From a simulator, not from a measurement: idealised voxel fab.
You're looking at the process module voxel gate over fins.
The figure presents cross-section cut, which has a width of 245 nm and is divided into square cells with an edge length of 5 nm.
Cross-section = grid of square cells, listed top down in bands; band = one or more rows. Band: top and bottom heights (nm) first, top before bottom; then materials from left to right, widths in nm. "edge to edge" marks a sole material filling the band edge to edge. "air" denotes empty space. Beneath 0, the wafer as received is one material, and that level is where height counting begins. The lowest band goes on downward without a bottom; it is written like "top 0, no bottom". A two-number width, for instance "30->40", indicates that the width is equal to the first number in the top row of the band and to the second number in the bottom row, and that it changes by a constant amount per row of cells. Any step labelled "same as before" changed none of the cells in the cross-section. You'll see "Sealed void inventory" listing empty spaces that have no way open to the top, as long as they're 8 cells or more; the notation is width x height at distance, where the distance is from the left edge, and all of it is in nm. The remark found on a step's line after its settings is issued by the simulator itself and pertains to that step. Among the settings permitted on a step's line is "overlay nm"; applied to a step with a mask, it specifies the extent to which the mask lay to the right of its planned position, whereas a negative figure signifies a position to the left.
Steps in the process plan:
step 1: RECEIVE | material Si
step 2: CONFORMAL_DEP | material SiN | thk nm 10
step 3: PATTERN | tone cover | mask id FINS | material resist | width nm 15 | pitch nm 50 | thk nm 15 | overlay nm 0
step 4: DIRECTIONAL_ETCH | etch materials SiN | depth nm 10
step 5: DIRECTIONAL_ETCH | etch materials Si | depth nm 40
step 6: STRIP | etch materials resist
step 7: FILL_DEP | material SiO2 | thk nm 10
step 8: CMP | height nm 10
step 9: PATTERN | tone open | mask id RAIL | material resist | width nm 15 | thk nm 15 | overlay nm 0
step 10: DIRECTIONAL_ETCH | etch materials SiO2 | depth nm 45
step 11: STRIP | etch materials resist
step 12: CONFORMAL_DEP | material TiN | thk nm 5
step 13: FILL_DEP | material W | thk nm 10
step 14: CMP | height nm 10
step 15: SELECTIVE_ETCH | etch materials W Ru TiN | depth nm 30
step 16: FILL_DEP | material SiO2 | thk nm 5
step 17: CMP | height nm 10
step 18: SELECTIVE_ETCH | etch materials SiO2 | depth nm 20
step 19: STRIP | etch materials SiN
step 20: CONFORMAL_DEP | material HfO2 | thk nm 5
step 21: CONFORMAL_DEP | material TiN | thk nm 5
step 22: CONFORMAL_DEP | material TiAl | thk nm 5
step 23: CONFORMAL_DEP | material TiN | thk nm 5
step 24: FILL_DEP | material W | thk nm 10
step 25: CMP | height nm 25
step 26: CONFORMAL_DEP | material SiN | thk nm 10
First of two wafers: run as planned:
As-received state of the wafer in cross-section, equivalent to post-step 1:
	top 0, no bottom = Si edge to edge
	Sealed void inventory: none
The following cross-section depicts the wafer upon completion of step 2:
	top 10, bottom 0 = SiN edge to edge
	Rest of section, below 0: as before.
The following cross-section depicts the wafer upon completion of step 3:
	top 25, bottom 10 = 65 nm air; 15 nm resist; 35 nm air; 15 nm resist; 35 nm air; 15 nm resist; 65 nm air
	Rest of section, below 10: as before.
The following cross-section depicts the wafer upon completion of step 4:
	top 25, bottom 10 = 65 nm air; 15 nm resist; 35 nm air; 15 nm resist; 35 nm air; 15 nm resist; 65 nm air
	top 10, bottom 0 = 65 nm air; 15 nm SiN; 35 nm air; 15 nm SiN; 35 nm air; 15 nm SiN; 65 nm air
	Rest of section, below 0: as before.
The following cross-section depicts the wafer upon completion of step 5:
	top 25, bottom 10 = 65 nm air; 15 nm resist; 35 nm air; 15 nm resist; 35 nm air; 15 nm resist; 65 nm air
	top 10, bottom 0 = 65 nm air; 15 nm SiN; 35 nm air; 15 nm SiN; 35 nm air; 15 nm SiN; 65 nm air
	top 0, bottom -40 = 65 nm air; 15 nm Si; 35 nm air; 15 nm Si; 35 nm air; 15 nm Si; 65 nm air
	Rest of section, below -40: as before.
The following cross-section depicts the wafer upon completion of step 6:
	top 10, bottom 0 = 65 nm air; 15 nm SiN; 35 nm air; 15 nm SiN; 35 nm air; 15 nm SiN; 65 nm air
	Rest of section, below 0: as before.
The following cross-section depicts the wafer upon completion of step 7:
	top 20, bottom 10 = SiO2 edge to edge
	top 10, bottom 0 = 65 nm SiO2; 15 nm SiN; 35 nm SiO2; 15 nm SiN; 35 nm SiO2; 15 nm SiN; 65 nm SiO2
	top 0, bottom -40 = 65 nm SiO2; 15 nm Si; 35 nm SiO2; 15 nm Si; 35 nm SiO2; 15 nm Si; 65 nm SiO2
	Rest of section, below -40: as before.
The following cross-section depicts the wafer upon completion of step 8:
	top 10, bottom 0 = 65 nm SiO2; 15 nm SiN; 35 nm SiO2; 15 nm SiN; 35 nm SiO2; 15 nm SiN; 65 nm SiO2
	Rest of section, below 0: as before.
The following cross-section depicts the wafer upon completion of step 9:
	top 25, bottom 10 = 90 nm resist; 15 nm air; 140 nm resist
	Rest of section, below 10: as before.
The following cross-section depicts the wafer upon completion of step 10:
	top 25, bottom 10 = 90 nm resist; 15 nm air; 140 nm resist
	top 10, bottom 0 = 65 nm SiO2; 15 nm SiN; 10 nm SiO2; 15 nm air; 10 nm SiO2; 15 nm SiN; 35 nm SiO2; 15 nm SiN; 65 nm SiO2
	top 0, bottom -35 = 65 nm SiO2; 15 nm Si; 10 nm SiO2; 15 nm air; 10 nm SiO2; 15 nm Si; 35 nm SiO2; 15 nm Si; 65 nm SiO2
	Rest of section, below -35: as before.
The following cross-section depicts the wafer upon completion of step 11:
	top 10, bottom 0 = 65 nm SiO2; 15 nm SiN; 10 nm SiO2; 15 nm air; 10 nm SiO2; 15 nm SiN; 35 nm SiO2; 15 nm SiN; 65 nm SiO2
	Rest of section, below 0: as before.
The following cross-section depicts the wafer upon completion of step 12:
	top 15, bottom 10 = 95 nm TiN; 5 nm air; 145 nm TiN
	top 10, bottom 0 = 65 nm SiO2; 15 nm SiN; 10 nm SiO2; 5 nm TiN; 5 nm air; 5 nm TiN; 10 nm SiO2; 15 nm SiN; 35 nm SiO2; 15 nm SiN; 65 nm SiO2
	top 0, bottom -30 = 65 nm SiO2; 15 nm Si; 10 nm SiO2; 5 nm TiN; 5 nm air; 5 nm TiN; 10 nm SiO2; 15 nm Si; 35 nm SiO2; 15 nm Si; 65 nm SiO2
	top -30, bottom -35 = 65 nm SiO2; 15 nm Si; 10 nm SiO2; 15 nm TiN; 10 nm SiO2; 15 nm Si; 35 nm SiO2; 15 nm Si; 65 nm SiO2
	Rest of section, below -35: as before.
The following cross-section depicts the wafer upon completion of step 13:
	top 25, bottom 15 = W edge to edge
	top 15, bottom 10 = 95 nm TiN; 5 nm W; 145 nm TiN
	top 10, bottom 0 = 65 nm SiO2; 15 nm SiN; 10 nm SiO2; 5 nm TiN; 5 nm W; 5 nm TiN; 10 nm SiO2; 15 nm SiN; 35 nm SiO2; 15 nm SiN; 65 nm SiO2
	top 0, bottom -30 = 65 nm SiO2; 15 nm Si; 10 nm SiO2; 5 nm TiN; 5 nm W; 5 nm TiN; 10 nm SiO2; 15 nm Si; 35 nm SiO2; 15 nm Si; 65 nm SiO2
	Rest of section, below -30: as before.
The following cross-section depicts the wafer upon completion of step 14:
	top 10, bottom 0 = 65 nm SiO2; 15 nm SiN; 10 nm SiO2; 5 nm TiN; 5 nm W; 5 nm TiN; 10 nm SiO2; 15 nm SiN; 35 nm SiO2; 15 nm SiN; 65 nm SiO2
	Rest of section, below 0: as before.
The following cross-section depicts the wafer upon completion of step 15:
	top 10, bottom 0 = 65 nm SiO2; 15 nm SiN; 10 nm SiO2; 15 nm air; 10 nm SiO2; 15 nm SiN; 35 nm SiO2; 15 nm SiN; 65 nm SiO2
	top 0, bottom -20 = 65 nm SiO2; 15 nm Si; 10 nm SiO2; 15 nm air; 10 nm SiO2; 15 nm Si; 35 nm SiO2; 15 nm Si; 65 nm SiO2
	Rest of section, below -20: as before.
The following cross-section depicts the wafer upon completion of step 16:
	top 15, bottom 10 = SiO2 edge to edge
	top 10, bottom 0 = 65 nm SiO2; 15 nm SiN; 35 nm SiO2; 15 nm SiN; 35 nm SiO2; 15 nm SiN; 65 nm SiO2
	top 0, bottom -20 = 65 nm SiO2; 15 nm Si; 35 nm SiO2; 15 nm Si; 35 nm SiO2; 15 nm Si; 65 nm SiO2
	Rest of section, below -20: as before.
The following cross-section depicts the wafer upon completion of step 17:
	top 10, bottom 0 = 65 nm SiO2; 15 nm SiN; 35 nm SiO2; 15 nm SiN; 35 nm SiO2; 15 nm SiN; 65 nm SiO2
	Rest of section, below 0: as before.
The following cross-section depicts the wafer upon completion of step 18:
	top 10, bottom 0 = 65 nm air; 15 nm SiN; 35 nm air; 15 nm SiN; 35 nm air; 15 nm SiN; 65 nm air
	top 0, bottom -10 = 65 nm air; 15 nm Si; 35 nm air; 15 nm Si; 35 nm air; 15 nm Si; 65 nm air
	Rest of section, below -10: as before.
The following cross-section depicts the wafer upon completion of step 19:
	top 0, bottom -10 = 65 nm air; 15 nm Si; 35 nm air; 15 nm Si; 35 nm air; 15 nm Si; 65 nm air
	Rest of section, below -10: as before.
The following cross-section depicts the wafer upon completion of step 20:
	top 5, bottom 0 = 60 nm air; 25 nm HfO2; 25 nm air; 25 nm HfO2; 25 nm air; 25 nm HfO2; 60 nm air
	top 0, bottom -5 = 60 nm air; 5 nm HfO2; 15 nm Si; 5 nm HfO2; 25 nm air; 5 nm HfO2; 15 nm Si; 5 nm HfO2; 25 nm air; 5 nm HfO2; 15 nm Si; 5 nm HfO2; 60 nm air
	top -5, bottom -10 = 65 nm HfO2; 15 nm Si; 35 nm HfO2; 15 nm Si; 35 nm HfO2; 15 nm Si; 65 nm HfO2
	Rest of section, below -10: as before.
The following cross-section depicts the wafer upon completion of step 21:
	top 10, bottom 5 = 55 nm air; 35 nm TiN; 15 nm air; 35 nm TiN; 15 nm air; 35 nm TiN; 55 nm air
	top 5, bottom 0 = 55 nm air; 5 nm TiN; 25 nm HfO2; 5 nm TiN; 15 nm air; 5 nm TiN; 25 nm HfO2; 5 nm TiN; 15 nm air; 5 nm TiN; 25 nm HfO2; 5 nm TiN; 55 nm air
	top 0, bottom -5 = 60 nm TiN; 5 nm HfO2; 15 nm Si; 5 nm HfO2; 25 nm TiN; 5 nm HfO2; 15 nm Si; 5 nm HfO2; 25 nm TiN; 5 nm HfO2; 15 nm Si; 5 nm HfO2; 60 nm TiN
	Rest of section, below -5: as before.
The following cross-section depicts the wafer upon completion of step 22:
	top 15, bottom 10 = 50 nm air; 45 nm TiAl; 5 nm air; 45 nm TiAl; 5 nm air; 45 nm TiAl; 50 nm air
	top 10, bottom 5 = 50 nm air; 5 nm TiAl; 35 nm TiN; 5 nm TiAl; 5 nm air; 5 nm TiAl; 35 nm TiN; 5 nm TiAl; 5 nm air; 5 nm TiAl; 35 nm TiN; 5 nm TiAl; 50 nm air
	top 5, bottom 0 = 55 nm TiAl; 5 nm TiN; 25 nm HfO2; 5 nm TiN; 15 nm TiAl; 5 nm TiN; 25 nm HfO2; 5 nm TiN; 15 nm TiAl; 5 nm TiN; 25 nm HfO2; 5 nm TiN; 55 nm TiAl
	Rest of section, below 0: as before.
The following cross-section depicts the wafer upon completion of step 23:
	top 20, bottom 15 = 45 nm air; 155 nm TiN; 45 nm air
	top 15, bottom 10 = 45 nm air; 5 nm TiN; 45 nm TiAl; 5 nm TiN; 45 nm TiAl; 5 nm TiN; 45 nm TiAl; 5 nm TiN; 45 nm air
	top 10, bottom 5 = 50 nm TiN; 5 nm TiAl; 35 nm TiN; 5 nm TiAl; 5 nm TiN; 5 nm TiAl; 35 nm TiN; 5 nm TiAl; 5 nm TiN; 5 nm TiAl; 35 nm TiN; 5 nm TiAl; 50 nm TiN
	Rest of section, below 5: as before.
The following cross-section depicts the wafer upon completion of step 24:
	top 30, bottom 20 = W edge to edge
	top 20, bottom 15 = 45 nm W; 155 nm TiN; 45 nm W
	top 15, bottom 10 = 45 nm W; 5 nm TiN; 45 nm TiAl; 5 nm TiN; 45 nm TiAl; 5 nm TiN; 45 nm TiAl; 5 nm TiN; 45 nm W
	Rest of section, below 10: as before.
The following cross-section depicts the wafer upon completion of step 25:
	top 25, bottom 20 = W edge to edge
	Rest of section, below 20: as before.
The following cross-section depicts the wafer upon completion of step 26:
	top 35, bottom 25 = SiN edge to edge
	Rest of section, below 25: as before.
It is to be noted that the second wafer proceeded from the same initial state and according to the same plan as the first, although one mistake was committed in its execution; through step 13, inclusive, the two wafers share an identical history:
Planned end of step 14: second wafer, cross-section: same as before
Planned end of step 15: second wafer, cross-section:
	top 10, bottom 0 = 65 nm SiO2; 15 nm SiN; 10 nm SiO2; 15 nm air; 10 nm SiO2; 15 nm SiN; 35 nm SiO2; 15 nm SiN; 65 nm SiO2
	top 0, bottom -5 = 65 nm SiO2; 15 nm Si; 10 nm SiO2; 15 nm air; 10 nm SiO2; 15 nm Si; 35 nm SiO2; 15 nm Si; 65 nm SiO2
	Rest of section, below -5: as before.
Planned end of step 16: second wafer, cross-section:
	top 15, bottom 10 = SiO2 edge to edge
	top 10, bottom 0 = 65 nm SiO2; 15 nm SiN; 35 nm SiO2; 15 nm SiN; 35 nm SiO2; 15 nm SiN; 65 nm SiO2
	top 0, bottom -5 = 65 nm SiO2; 15 nm Si; 35 nm SiO2; 15 nm Si; 35 nm SiO2; 15 nm Si; 65 nm SiO2
	Rest of section, below -5: as before.
Planned end of step 17: second wafer, cross-section:
	top 10, bottom 0 = 65 nm SiO2; 15 nm SiN; 35 nm SiO2; 15 nm SiN; 35 nm SiO2; 15 nm SiN; 65 nm SiO2
	Rest of section, below 0: as before.
Planned end of step 18: second wafer, cross-section:
	top 10, bottom 0 = 65 nm air; 15 nm SiN; 35 nm air; 15 nm SiN; 35 nm air; 15 nm SiN; 65 nm air
	top 0, bottom -5 = 65 nm air; 15 nm Si; 35 nm air; 15 nm Si; 35 nm air; 15 nm Si; 65 nm air
	top -5, bottom -10 = 65 nm air; 15 nm Si; 10 nm air; 5 nm TiN; 5 nm W; 5 nm TiN; 10 nm air; 15 nm Si; 35 nm air; 15 nm Si; 65 nm air
	Rest of section, below -10: as before.
Planned end of step 19: second wafer, cross-section:
	top 0, bottom -5 = 65 nm air; 15 nm Si; 35 nm air; 15 nm Si; 35 nm air; 15 nm Si; 65 nm air
	Rest of section, below -5: as before.
Planned end of step 20: second wafer, cross-section:
	top 5, bottom 0 = 60 nm air; 25 nm HfO2; 25 nm air; 25 nm HfO2; 25 nm air; 25 nm HfO2; 60 nm air
	top 0, bottom -5 = 60 nm air; 5 nm HfO2; 15 nm Si; 35 nm HfO2; 15 nm Si; 5 nm HfO2; 25 nm air; 5 nm HfO2; 15 nm Si; 5 nm HfO2; 60 nm air
	top -5, bottom -10 = 65 nm HfO2; 15 nm Si; 10 nm HfO2; 5 nm TiN; 5 nm W; 5 nm TiN; 10 nm HfO2; 15 nm Si; 35 nm HfO2; 15 nm Si; 65 nm HfO2
	Rest of section, below -10: as before.
Planned end of step 21: second wafer, cross-section:
	top 10, bottom 5 = 55 nm air; 35 nm TiN; 15 nm air; 35 nm TiN; 15 nm air; 35 nm TiN; 55 nm air
	top 5, bottom 0 = 55 nm air; 5 nm TiN; 25 nm HfO2; 25 nm TiN; 25 nm HfO2; 5 nm TiN; 15 nm air; 5 nm TiN; 25 nm HfO2; 5 nm TiN; 55 nm air
	top 0, bottom -5 = 60 nm TiN; 5 nm HfO2; 15 nm Si; 35 nm HfO2; 15 nm Si; 5 nm HfO2; 25 nm TiN; 5 nm HfO2; 15 nm Si; 5 nm HfO2; 60 nm TiN
	Rest of section, below -5: as before.
Planned end of step 22: second wafer, cross-section:
	top 15, bottom 10 = 50 nm air; 45 nm TiAl; 5 nm air; 45 nm TiAl; 5 nm air; 45 nm TiAl; 50 nm air
	top 10, bottom 5 = 50 nm air; 5 nm TiAl; 35 nm TiN; 15 nm TiAl; 35 nm TiN; 5 nm TiAl; 5 nm air; 5 nm TiAl; 35 nm TiN; 5 nm TiAl; 50 nm air
	top 5, bottom 0 = 55 nm TiAl; 5 nm TiN; 25 nm HfO2; 25 nm TiN; 25 nm HfO2; 5 nm TiN; 15 nm TiAl; 5 nm TiN; 25 nm HfO2; 5 nm TiN; 55 nm TiAl
	Rest of section, below 0: as before.
Planned end of step 23: second wafer, cross-section:
	top 20, bottom 15 = 45 nm air; 155 nm TiN; 45 nm air
	top 15, bottom 10 = 45 nm air; 5 nm TiN; 45 nm TiAl; 5 nm TiN; 45 nm TiAl; 5 nm TiN; 45 nm TiAl; 5 nm TiN; 45 nm air
	top 10, bottom 5 = 50 nm TiN; 5 nm TiAl; 35 nm TiN; 15 nm TiAl; 35 nm TiN; 5 nm TiAl; 5 nm TiN; 5 nm TiAl; 35 nm TiN; 5 nm TiAl; 50 nm TiN
	Rest of section, below 5: as before.
Planned end of step 24: second wafer, cross-section:
	top 30, bottom 20 = W edge to edge
	top 20, bottom 15 = 45 nm W; 155 nm TiN; 45 nm W
	top 15, bottom 10 = 45 nm W; 5 nm TiN; 45 nm TiAl; 5 nm TiN; 45 nm TiAl; 5 nm TiN; 45 nm TiAl; 5 nm TiN; 45 nm W
	Rest of section, below 10: as before.
Planned end of step 25: second wafer, cross-section:
	top 25, bottom 20 = W edge to edge
	Rest of section, below 20: as before.
Planned end of step 26: second wafer, cross-section:
	top 35, bottom 25 = SiN edge to edge
	Rest of section, below 25: as before.
Error vs. plan: no execution of plan step 14; skipped
Wafer comparison, final, in cells, second relative to first, materials more or fewer: HfO2: 2 more; SiO2: 6 fewer; TiAl: 2 fewer; TiN: 3 more; W: 3 more
